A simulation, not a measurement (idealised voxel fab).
A process module follows: voxel transistor to metal.
Section cut is 295 nm wide and gridded with 5 nm square cells.
Throughout this document, each cross-section is represented as a grid of square cells and is presented as a sequence of bands enumerated from the top downward, where a band comprises one or more rows of cells.
Quick guide to a band line: top height, bottom height (nm) up front; then every material left to right with its width in nm. Only one material and it's marked "all across"? Then it fills the band edge to edge. And "air" just means empty space.
Zero point of the height axis is 0; under it, received wafer = one material. Lowest band: continues down indefinitely, "0 down".
A width given as "30 to 40" starts at the first number in the band's top row and ends at the second number in its bottom row, shifting by an equal amount at every step from row to row.
What does "nothing different" mean for a step? It means no cell of the cross-section changed in that step.
Listed in "Fully sealed voids": every empty space of 8 or more cells without an open way to the top. Form: width x height at distance, the distance being from the left edge, all in nm.
Formally, on a step line, whatever follows the settings is a remark that the simulator itself makes on the step.
overlay nm: where the mask lay relative to plan, measured to the right, on steps with a mask; negatives go left.

Below is the list of planned process steps
1 RECEIVE with material Si
2 CONFORMAL_DEP with material SiO2, thk nm 5
3 CONFORMAL_DEP with material SiN, thk nm 10
4 DIRECTIONAL_DEP with material aC, thk nm 15
5 PATTERN with tone cover, mask id ACTIVE, material resist, width nm 115, pitch nm 145, thk nm 30, overlay nm 0
6 DIRECTIONAL_ETCH with etch materials aC, depth nm 15
7 STRIP with etch materials resist
8 DIRECTIONAL_ETCH with etch materials SiN, depth nm 10
9 DIRECTIONAL_ETCH with etch materials SiO2, depth nm 5
10 DIRECTIONAL_ETCH with etch materials Si, depth nm 30
11 STRIP with etch materials aC
12 OXIDIZE with depth nm 5
13 FILL_DEP with material SiO2, thk nm 5
14 CMP with height nm 15
15 SELECTIVE_ETCH with etch materials SiO2, depth nm 10
16 STRIP with etch materials SiN
17 SELECTIVE_ETCH with etch materials SiO2, depth nm 5
18 OXIDIZE with depth nm 5
19 DIRECTIONAL_DEP with material polySi, thk nm 20
20 DIRECTIONAL_DEP with material SiCN, thk nm 10
21 DIRECTIONAL_DEP with material aC, thk nm 15
22 PATTERN with tone cover, mask id GATE, material resist, width nm 25, pitch nm 145, thk nm 30, overlay nm 0
23 DIRECTIONAL_ETCH with etch materials aC, depth nm 15
24 STRIP with etch materials resist
25 DIRECTIONAL_ETCH with etch materials SiCN, depth nm 20
26 DIRECTIONAL_ETCH with etch materials polySi, depth nm 30
27 STRIP with etch materials aC
28 CONFORMAL_DEP with material SiN, thk nm 5
29 DIRECTIONAL_ETCH with etch materials SiN, depth nm 5
30 DIRECTIONAL_ETCH with etch materials SiO2, depth nm 5
31 DIRECTIONAL_ETCH with etch materials Si, depth nm 5
32 EPI with material pSi, thk nm 5
33 FILL_DEP with material SiO2, thk nm 5
34 CMP with height nm 20
35 STRIP with etch materials polySi
36 SELECTIVE_ETCH with etch materials SiO2, depth nm 5
37 CONFORMAL_DEP with material HfO2, thk nm 5
38 CONFORMAL_DEP with material TiN, thk nm 5
39 FILL_DEP with material W, thk nm 10
40 CMP with height nm 15
41 DIRECTIONAL_DEP with material SiO2, thk nm 10
42 PATTERN with tone open, mask id CONTACT, material resist, width nm 20, thk nm 15, overlay nm 0
43 DIRECTIONAL_ETCH with etch materials SiO2, depth nm 30
44 STRIP with etch materials resist
45 CONFORMAL_DEP with material TiN, thk nm 5
46 FILL_DEP with material W, thk nm 5
47 CMP with height nm 25
48 CONFORMAL_DEP with material SiN, thk nm 5
49 DIRECTIONAL_DEP with material lowk, thk nm 20
50 MASKED_ETCH with tone open, mask id METAL_1, width nm 20, etch materials lowk, depth nm 20, overlay nm 0
51 MASKED_ETCH with tone open, mask id METAL_1, width nm 20, etch materials SiN, depth nm 5, overlay nm 0
52 CONFORMAL_DEP with material TiN, thk nm 5
53 FILL_DEP with material Cu, thk nm 5
54 CMP with height nm 50
55 EPI with material Ru, thk nm 5
56 FILL_DEP with material SiCN, thk nm 5
57 DIRECTIONAL_DEP with material lowk, thk nm 25
58 MASKED_ETCH with tone open, mask id METAL_2_HOLES, width nm 15, pitch nm 145, etch materials lowk, depth nm 25, overlay nm 0
59 DIRECTIONAL_DEP with material aC, thk nm 15
60 PATTERN with tone open, mask id METAL_2, material resist, width nm 20, pitch nm 145, thk nm 35, overlay nm 0
61 DIRECTIONAL_ETCH with etch materials aC, depth nm 15
62 STRIP with etch materials resist
63 DIRECTIONAL_ETCH with etch materials lowk, depth nm 15
64 DIRECTIONAL_ETCH with etch materials SiCN, depth nm 5
65 STRIP with etch materials aC
66 CONFORMAL_DEP with material TiN, thk nm 5
67 FILL_DEP with material Cu, thk nm 10
68 CMP with height nm 85
69 CONFORMAL_DEP with material SiN, thk nm 5

Cross-section, incoming material, after step 1
0 down | Si all across
Fully sealed voids: none

Final wafer profile in cross-section after the module, from the same start and plan as above, with one mistake made during processing
90 to 85 | SiN all across
85 to 75 | 25 lowk / 5 TiN / 10 Cu / 5 TiN / 125 lowk / 5 TiN / 10 Cu / 5 TiN / 105 lowk
75 to 70 | 25 lowk / 5 TiN / 5 Cu / 10 TiN / 125 lowk / 5 TiN / 5 Cu / 10 TiN / 105 lowk
70 to 60 | 25 lowk / 5 TiN / 5 Cu / 5 TiN / 130 lowk / 5 TiN / 5 Cu / 5 TiN / 110 lowk
60 to 55 | 25 SiCN / 15 TiN / 130 SiCN / 15 TiN / 110 SiCN
55 to 50 | 20 SiCN / 30 Ru / 45 SiCN / 30 Ru / 40 SiCN / 30 Ru / 45 SiCN / 30 Ru / 25 SiCN
50 to 30 | 25 lowk / 5 TiN / 10 Cu / 5 TiN / 55 lowk / 5 TiN / 10 Cu / 5 TiN / 50 lowk / 5 TiN / 10 Cu / 5 TiN / 55 lowk / 5 TiN / 10 Cu / 5 TiN / 30 lowk
30 to 25 | 25 SiN / 20 TiN / 55 SiN / 20 TiN / 50 SiN / 20 TiN / 55 SiN / 20 TiN / 30 SiN
25 to 15 | 25 SiO2 / 5 Ru / 10 W / 5 Ru / 55 SiO2 / 5 Ru / 10 W / 5 Ru / 50 SiO2 / 5 Ru / 10 W / 5 Ru / 55 SiO2 / 5 Ru / 10 W / 5 Ru / 30 SiO2
15 to 5 | 25 SiO2 / 5 Ru / 10 W / 5 Ru / 10 SiO2 / 5 SiN / 5 HfO2 / 5 TiN / 5 W / 5 TiN / 5 HfO2 / 5 SiN / 10 SiO2 / 5 Ru / 10 W / 5 Ru / 50 SiO2 / 5 Ru / 10 W / 5 Ru / 10 SiO2 / 5 SiN / 5 HfO2 / 5 TiN / 5 W / 5 TiN / 5 HfO2 / 5 SiN / 10 SiO2 / 5 Ru / 10 W / 5 Ru / 30 SiO2
5 to 0 | 25 SiO2 / 5 Ru / 10 W / 5 Ru / 10 SiO2 / 5 SiN / 5 HfO2 / 15 TiN / 5 HfO2 / 5 SiN / 10 SiO2 / 5 Ru / 10 W / 5 Ru / 50 SiO2 / 5 Ru / 10 W / 5 Ru / 10 SiO2 / 5 SiN / 5 HfO2 / 15 TiN / 5 HfO2 / 5 SiN / 10 SiO2 / 5 Ru / 10 W / 5 Ru / 30 SiO2
0 to -5 | 25 SiO2 / 20 Ru / 5 SiO2 / 5 pSi / 35 HfO2 / 5 pSi / 5 SiO2 / 20 Ru / 50 SiO2 / 20 Ru / 5 SiO2 / 5 pSi / 35 HfO2 / 5 pSi / 5 SiO2 / 20 Ru / 30 SiO2
-5 to -10 | 20 SiO2 / 35 pSi / 35 Si / 35 pSi / 40 SiO2 / 35 pSi / 35 Si / 35 pSi / 25 SiO2
-10 to -35 | 20 SiO2 / 105 Si / 40 SiO2 / 105 Si / 25 SiO2
-35 down | Si all across
Fully sealed voids: none
Want to know what went wrong? contrary to plan, step 45 was performed as CONFORMAL_DEP with material Ru, thk nm 5
